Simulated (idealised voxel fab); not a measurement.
Process module in this document: voxel tone inversion
This is section cut - it's 240 nm across, gridded in 5 nm square cells.
Each cross-section below is a grid of square cells, stated as bands in top-down order, with one or more rows of cells making up each band. In this notation a band is specified by the heights of its top and bottom, in that order and in nm, after which its materials appear from left to right, each paired with its width in nm. The word "everywhere" attached to a single material means that material fills the band from edge to edge; the word "air" stands for empty space. For the purposes of this specification, 0 denotes the height below which the wafer in its as-received condition is composed wholly of one material, and the lowermost band, lacking a lower limit, extends downward without end, as expressed in "z 0 and below". So if you see something like "30 to 40" for the width, read it as the top row of the band sitting at the first number and the bottom row at the second, with every row in between moving by the same amount as the last. You'll sometimes find "no change occurred" written for a step, and that's the way of saying that nowhere in the cross-section did a cell change during that step. The entry titled "Closed void table" provides the empty spaces that have no open way to the top, restricted to those of 8 cells or more. Each is presented as width x height at distance, the distance being measured from the left edge, with all three in nm. If you see something after the settings on a step's line, that's the simulator's own remark about that step. The optional step-line setting "overlay nm" applies to steps with a mask and quantifies how far to the right of its planned location the mask lay, a negative value indicating leftward placement.

Process steps - plan:
1) RECEIVE (material Si)
2) CONFORMAL_DEP (material SiN; thk nm 5)
3) DIRECTIONAL_DEP (material aC; thk nm 20)
4) PATTERN (tone cover; mask id POSTS; material resist; width nm 15; pitch nm 45; thk nm 30; overlay nm 0)
5) DIRECTIONAL_ETCH (etch materials aC; depth nm 20)
6) STRIP (etch materials resist)
7) FILL_DEP (material SiO2; thk nm 5)
8) CMP (height nm 25)
9) STRIP (etch materials aC)
10) CONFORMAL_DEP (material TiN; thk nm 5)
11) FILL_DEP (material Ru; thk nm 5)
12) CMP (height nm 25)
13) CONFORMAL_DEP (material SiN; thk nm 5)

Delivered wafer in cross-section: state after step 1:
> z 0 and below: Si everywhere
> Closed void table: none

First wafer of two, sectioned at end of module; run went per plan:
> z 30 to 25: SiN everywhere
> z 25 to 10: 45 of SiO2, 5 of TiN, 5 of Ru, 5 of TiN, 30 of SiO2, 5 of TiN, 5 of Ru, 5 of TiN, 30 of SiO2, 5 of TiN, 5 of Ru, 5 of TiN, 30 of SiO2, 5 of TiN, 5 of Ru, 5 of TiN, 45 of SiO2
> z 10 to 5: 45 of SiO2, 15 of TiN, 30 of SiO2, 15 of TiN, 30 of SiO2, 15 of TiN, 30 of SiO2, 15 of TiN, 45 of SiO2
> z 5 to 0: SiN everywhere
> z 0 and below: Si everywhere
> Closed void table: none

Second wafer at the end: like start, like plan, one mistake:
> z 30 to 25: SiN everywhere
> z 25 to 20: SiO2 everywhere
> z 20 to 0: 45 of SiO2, 15 of aC, 30 of SiO2, 15 of aC, 30 of SiO2, 15 of aC, 30 of SiO2, 15 of aC, 45 of SiO2
> z 0 and below: Si everywhere
> Closed void table: none
What was the processing mistake? execution of step 2 of the plan did not take place, the step having been omitted
Bottom line after processing is that, in cells, the second wafer is up or down on some materials versus the first: -12 Ru; -48 SiN; +48 SiO2; -36 TiN; +48 aC
